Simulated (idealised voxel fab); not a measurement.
Title: Process Module voxel double patterning
Pictured: cross-section cut, 265 nm wide, on a grid of 5 nm square cells.
The cross-sections in this document take the form of a grid made of square cells. They are written out as bands, in order from top to bottom. Each band consists of one or more rows of cells. For a band, the entry starts with two heights in nm, that of the top and then that of the bottom, and carries on with the band's materials in order from left to right, each alongside its width in nm; the word "full width" beside a single material means it fills the band edge to edge, and "empty" means empty space. The reference from which all heights are counted is 0, the level beneath which the as-received wafer is entirely one material; the lowest band, having no lower bound, proceeds downward and is written after the example "0 and below". With a width like "30->40", each row of cells in the band differs from the next by the same amount, the top row carrying the first number and the bottom row the second. For the purposes of this document, the phrase "nothing got changed" attached to a step denotes that no cell within the cross-section was modified by that step. The entry titled "Enclosed voids" provides the empty spaces that have no open way to the top, restricted to those of 8 cells or more. Each is presented as width x height at distance, the distance being measured from the left edge, with all three in nm. If you see something after the settings on a step's line, that's the simulator's own remark about that step. overlay nm: on a step with a mask, how far right of its planned place the mask lay; negative means left.
The planned process steps are enumerated hereunder
- 1: RECEIVE [material Si]
- 2: CONFORMAL_DEP [material SiO2] [thk nm 5]
- 3: DIRECTIONAL_DEP [material W] [thk nm 20]
- 4: DIRECTIONAL_DEP [material SiCN] [thk nm 10]
- 5: PATTERN [tone open] [mask id FIRST] [material resist] [width nm 15] [pitch nm 50] [thk nm 15] [overlay nm 0]
- 6: DIRECTIONAL_ETCH [etch materials SiCN] [depth nm 10]
- 7: STRIP [etch materials resist]
- 8: PATTERN [tone open] [mask id SECOND] [material resist] [width nm 15] [thk nm 15] [overlay nm 0]
- 9: DIRECTIONAL_ETCH [etch materials SiCN] [depth nm 10]
- 10: STRIP [etch materials resist]
- 11: DIRECTIONAL_ETCH [etch materials W] [depth nm 20]
- 12: STRIP [etch materials SiCN]
Cross-section of the wafer upon arrival, representing the state reached after step 1
> 0 and below: Si full width
> Enclosed voids: none
Below is the wafer in cross-section after the module was completed. It began from the starting point shown above and followed the plan shown above, except that one mistake was made while running it
> 25 down to 5: empty: 100 / W: 15 / empty: 35 / W: 15 / empty: 100
> 5 down to 0: SiO2 full width
> 0 and below: Si full width
> Enclosed voids: none
What was done differently from what was planned? not per plan at step 5, really ran PATTERN [tone cover] [mask id FIRST] [material resist] [width nm 15] [pitch nm 50] [thk nm 15] [overlay nm 0]
